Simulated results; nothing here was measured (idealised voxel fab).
process module | voxel transistor to metal
cross-section cut | 145 nm wide | cells 5 nm
A cross-section is a grid of square cells, given in bands from the top down. A band is one or more rows of cells.
Each band's line starts with the height of the band's top and of its bottom, in nm. Then come its materials from left to right, each with its width in nm. One material with "throughout" fills the band from edge to edge. "air" is empty space.
Height 0 is the level under which the wafer as received is all one material. The lowest band goes on downwards, as in "0 down".
A width such as "30 to 40" changes by the same amount from each row of cells to the next, from the band's top row to its bottom row.
"no change" after a step means that no cell of the cross-section changed.
closed voids: empty space of 8 cells or more with no open way to the top, each as width x height at its distance from the left edge, in nm
after a step's settings: what the simulator itself notes on the step
overlay nm, on a step with a mask: how far to the right of its planned place the mask lay; to the left if negative
plan
1 op RECEIVE | material Si
2 op CONFORMAL_DEP | material SiO2 | thk nm 5
3 op CONFORMAL_DEP | material SiN | thk nm 10
4 op DIRECTIONAL_DEP | material aC | thk nm 10
5 op PATTERN | tone cover | mask id ACTIVE | material resist | width nm 105 | thk nm 25 | overlay nm 0
6 op DIRECTIONAL_ETCH | etch materials aC | depth nm 10
7 op STRIP | etch materials resist
8 op DIRECTIONAL_ETCH | etch materials SiN | depth nm 10
9 op DIRECTIONAL_ETCH | etch materials SiO2 | depth nm 5
10 op DIRECTIONAL_ETCH | etch materials Si | depth nm 25
11 op STRIP | etch materials aC
12 op FILL_DEP | material SiO2 | thk nm 15
13 op CMP | height nm 15
14 op SELECTIVE_ETCH | etch materials SiO2 | depth nm 5
15 op STRIP | etch materials SiN
16 op SELECTIVE_ETCH | etch materials SiO2 | depth nm 5
17 op OXIDIZE | depth nm 5
18 op DIRECTIONAL_DEP | material polySi | thk nm 30
19 op DIRECTIONAL_DEP | material SiCN | thk nm 10
20 op MASKED_ETCH | tone cover | mask id GATE | width nm 25 | etch materials SiCN | depth nm 20 | overlay nm 0
21 op MASKED_ETCH | tone cover | mask id GATE | width nm 25 | etch materials polySi | depth nm 40 | overlay nm 0
22 op CONFORMAL_DEP | material SiO2 | thk nm 5
23 op DIRECTIONAL_ETCH | etch materials SiO2 | depth nm 5
24 op CONFORMAL_DEP | material SiN | thk nm 10
25 op DIRECTIONAL_ETCH | etch materials SiN | depth nm 10
26 op DIRECTIONAL_ETCH | etch materials SiO2 | depth nm 5
27 op DIRECTIONAL_ETCH | etch materials Si | depth nm 5
28 op EPI | material nSi | thk nm 10
29 op FILL_DEP | material SiO2 | thk nm 10
30 op CMP | height nm 40
31 op DIRECTIONAL_DEP | material SiO2 | thk nm 15
32 op MASKED_ETCH | tone open | mask id CONTACT | width nm 15 | pitch nm 80 | etch materials SiO2 | depth nm 50 | overlay nm 0
33 op CONFORMAL_DEP | material TiN | thk nm 5
34 op FILL_DEP | material Ru | thk nm 10
35 op CMP | height nm 55
36 op CONFORMAL_DEP | material SiCN | thk nm 5
37 op DIRECTIONAL_DEP | material lowk | thk nm 25
38 op DIRECTIONAL_DEP | material aC | thk nm 15
39 op PATTERN | tone open | mask id METAL_1 | material resist | width nm 15 | pitch nm 80 | thk nm 30 | overlay nm 0
40 op DIRECTIONAL_ETCH | etch materials aC | depth nm 15
41 op STRIP | etch materials resist
42 op DIRECTIONAL_ETCH | etch materials lowk | depth nm 25
43 op DIRECTIONAL_ETCH | etch materials SiCN | depth nm 5
44 op STRIP | etch materials aC
45 op CONFORMAL_DEP | material TiN | thk nm 5
46 op FILL_DEP | material Cu | thk nm 10
47 op CMP | height nm 85
48 op CONFORMAL_DEP | material SiCN | thk nm 5
49 op DIRECTIONAL_DEP | material SiO2 | thk nm 25
50 op DIRECTIONAL_DEP | material aC | thk nm 10
51 op PATTERN | tone open | mask id METAL_2 | material resist | width nm 15 | pitch nm 80 | thk nm 30 | overlay nm 0
52 op DIRECTIONAL_ETCH | etch materials aC | depth nm 10
53 op STRIP | etch materials resist
54 op DIRECTIONAL_ETCH | etch materials SiO2 | depth nm 15
55 op STRIP | etch materials aC
56 op DIRECTIONAL_DEP | material aC | thk nm 15
57 op PATTERN | tone open | mask id METAL_2_HOLES | material resist | width nm 15 | pitch nm 80 | thk nm 30 | overlay nm 0
58 op DIRECTIONAL_ETCH | etch materials aC | depth nm 15
59 op STRIP | etch materials resist
60 op DIRECTIONAL_ETCH | etch materials SiO2 | depth nm 10
61 op DIRECTIONAL_ETCH | etch materials SiCN | depth nm 5
62 op STRIP | etch materials aC
63 op CONFORMAL_DEP | material TiN | thk nm 5
64 op FILL_DEP | material Cu | thk nm 10
65 op CMP | height nm 115
66 op CONFORMAL_DEP | material SiCN | thk nm 5
varied across the wafers: width nm of step 51. The plan shows the first wafer's value. All wafers start alike
first wafer as received, after step 1
  0 down: Si throughout
  closed voids: none
first wafer at the end, after step 66
  120 to 115: SiCN throughout
  115 to 90: SiO2 25 | TiN 5 | Cu 5 | TiN 5 | SiO2 65 | TiN 5 | Cu 5 | TiN 5 | SiO2 25
  90 to 85: SiCN 25 | TiN 15 | SiCN 65 | TiN 15 | SiCN 25
  85 to 60: lowk 25 | TiN 5 | Cu 5 | TiN 5 | lowk 65 | TiN 5 | Cu 5 | TiN 5 | lowk 25
  60 to 55: SiCN 25 | TiN 15 | SiCN 65 | TiN 15 | SiCN 25
  55 to 40: SiO2 25 | TiN 5 | Ru 5 | TiN 5 | SiO2 65 | TiN 5 | Ru 5 | TiN 5 | SiO2 25
  40 to 30: SiO2 25 | TiN 5 | Ru 5 | TiN 5 | SiO2 5 | SiN 10 | SiO2 5 | SiCN 25 | SiO2 5 | SiN 10 | SiO2 5 | TiN 5 | Ru 5 | TiN 5 | SiO2 25
  30 to 10: SiO2 25 | TiN 5 | Ru 5 | TiN 5 | SiO2 5 | SiN 10 | SiO2 5 | polySi 25 | SiO2 5 | SiN 10 | SiO2 5 | TiN 5 | Ru 5 | TiN 5 | SiO2 25
  10 to 5: SiO2 25 | TiN 15 | SiO2 5 | SiN 10 | SiO2 5 | polySi 25 | SiO2 5 | SiN 10 | SiO2 5 | TiN 15 | SiO2 25
  5 to 0: SiO2 20 | SiN 10 | nSi 15 | SiN 10 | SiO2 5 | polySi 25 | SiO2 5 | SiN 10 | nSi 15 | SiN 10 | SiO2 20
  0 to -5: SiO2 30 | nSi 15 | SiO2 55 | nSi 15 | SiO2 30
  -5 to -10: SiO2 20 | Si 10 | nSi 15 | Si 55 | nSi 15 | Si 10 | SiO2 20
  -10 to -25: SiO2 20 | Si 105 | SiO2 20
  -25 down: Si throughout
  closed voids: none
last wafer at the end
  120 to 115: SiCN throughout
  115 to 105: SiO2 20 | TiN 5 | Cu 20 | TiN 5 | SiO2 50 | TiN 5 | Cu 20 | TiN 5 | SiO2 15
  105 to 100: SiO2 20 | TiN 10 | Cu 5 | TiN 15 | SiO2 50 | TiN 10 | Cu 5 | TiN 15 | SiO2 15
  100 to 90: SiO2 25 | TiN 5 | Cu 5 | TiN 5 | SiO2 65 | TiN 5 | Cu 5 | TiN 5 | SiO2 25
  90 to 85: SiCN 25 | TiN 15 | SiCN 65 | TiN 15 | SiCN 25
  85 to 60: lowk 25 | TiN 5 | Cu 5 | TiN 5 | lowk 65 | TiN 5 | Cu 5 | TiN 5 | lowk 25
  60 to 55: SiCN 25 | TiN 15 | SiCN 65 | TiN 15 | SiCN 25
  55 to 40: SiO2 25 | TiN 5 | Ru 5 | TiN 5 | SiO2 65 | TiN 5 | Ru 5 | TiN 5 | SiO2 25
  40 to 30: SiO2 25 | TiN 5 | Ru 5 | TiN 5 | SiO2 5 | SiN 10 | SiO2 5 | SiCN 25 | SiO2 5 | SiN 10 | SiO2 5 | TiN 5 | Ru 5 | TiN 5 | SiO2 25
  30 to 10: SiO2 25 | TiN 5 | Ru 5 | TiN 5 | SiO2 5 | SiN 10 | SiO2 5 | polySi 25 | SiO2 5 | SiN 10 | SiO2 5 | TiN 5 | Ru 5 | TiN 5 | SiO2 25
  10 to 5: SiO2 25 | TiN 15 | SiO2 5 | SiN 10 | SiO2 5 | polySi 25 | SiO2 5 | SiN 10 | SiO2 5 | TiN 15 | SiO2 25
  5 to 0: SiO2 20 | SiN 10 | nSi 15 | SiN 10 | SiO2 5 | polySi 25 | SiO2 5 | SiN 10 | nSi 15 | SiN 10 | SiO2 20
  0 to -5: SiO2 30 | nSi 15 | SiO2 55 | nSi 15 | SiO2 30
  -5 to -10: SiO2 20 | Si 10 | nSi 15 | Si 55 | nSi 15 | Si 10 | SiO2 20
  -10 to -25: SiO2 20 | Si 105 | SiO2 20
  -25 down: Si throughout
  closed voids: none
each wafer at the end: cells of each material gained (+) or lost (-) since it was received, then its closed voids
width nm 15 | +20 Cu | +18 Ru | -67 Si | +85 SiCN | +36 SiN | +347 SiO2 | +94 TiN | +115 lowk | +18 nSi | +30 polySi | closed voids: none
width nm 20 | +24 Cu | +18 Ru | -67 Si | +85 SiCN | +36 SiN | +341 SiO2 | +96 TiN | +115 lowk | +18 nSi | +30 polySi | closed voids: none
width nm 25 | +28 Cu | +18 Ru | -67 Si | +85 SiCN | +36 SiN | +335 SiO2 | +98 TiN | +115 lowk | +18 nSi | +30 polySi | closed voids: none
width nm 30 | +32 Cu | +18 Ru | -67 Si | +85 SiCN | +36 SiN | +329 SiO2 | +100 TiN | +115 lowk | +18 nSi | +30 polySi | closed voids: none
